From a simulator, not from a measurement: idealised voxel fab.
Herein follows the process module entitled voxel plated lines.
Xsec cut, 190 nm wide, square cell size 5 nm.
Notation: cross-section as square-cell grid; stated in bands, top first, going down; one or more cell rows per band. Each band's line starts with the height of the band's top and of its bottom, in nm. Then come its materials from left to right, each with its width in nm. One material with "all across" fills the band from edge to edge. "air" is empty space. The level at which height equals 0 is the one under which the wafer, as it arrives, is entirely one material. No lower edge exists for the bottom band, which continues downward and is notated as in "0 -> down". The width entry "30->40" should be interpreted row by row: the top row of cells in the band takes the first number, the bottom row takes the second number, and the change between adjacent rows is uniform throughout. "all unchanged" (step): cross-section cells unchanged, all of them. "Unvented internal voids" - sealed voids, min. 8 cells, no opening to top; format: width x height at distance (distance from left edge; nm throughout). On each step's line, the part that comes after the settings is the simulator's own comment on the step. On any step carrying a mask, the "overlay nm" setting, if present on the step's line, tells how far right of its planned place the mask lay; negative values point to the left.
### Steps in the process plan
1. op RECEIVE | material Si
2. op CONFORMAL_DEP | material Al2O3 | thk nm 15
3. op DIRECTIONAL_DEP | material TiN | thk nm 5
4. op PATTERN | tone open | mask id LINES | material resist | width nm 20 | pitch nm 40 | thk nm 15 | overlay nm 0
5. op EPI | material Ru | thk nm 10
6. op STRIP | etch materials resist
7. op DIRECTIONAL_ETCH | etch materials TiN | depth nm 5
8. op CONFORMAL_DEP | material SiCN | thk nm 5
### As-received state of the wafer in cross-section, equivalent to post-step 1
- 0 -> down = Si all across
- Unvented internal voids: none
### Cross-sectional image of the first of two wafers at the end of the module, the run having proceeded as planned
- 35 -> 30 = air 40 nm, then SiCN 30 nm, then air 10 nm, then SiCN 30 nm, then air 10 nm, then SiCN 30 nm, then air 40 nm
- 30 -> 20 = air 40 nm, then SiCN 5 nm, then Ru 20 nm, then SiCN 5 nm, then air 10 nm, then SiCN 5 nm, then Ru 20 nm, then SiCN 5 nm, then air 10 nm, then SiCN 5 nm, then Ru 20 nm, then SiCN 5 nm, then air 40 nm
- 20 -> 15 = SiCN 45 nm, then TiN 20 nm, then SiCN 20 nm, then TiN 20 nm, then SiCN 20 nm, then TiN 20 nm, then SiCN 45 nm
- 15 -> 0 = Al2O3 all across
- 0 -> down = Si all across
- Unvented internal voids: none
### Cross-section of the latter of the two wafers at module completion. It had an identical start and an identical plan to the former; in running it, one mistake was made
- 25 -> 20 = SiCN all across
- 20 -> 5 = Al2O3 all across
- 5 -> 0 = TiN all across
- 0 -> down = Si all across
- Unvented internal voids: none
Nonconformance to the process plan: plan vs actual: 2 and 3 interchanged
Final comparison by cell count, materials where the second wafer has more or fewer than the first: 24 fewer of Ru, 18 fewer of SiCN, 26 more of TiN
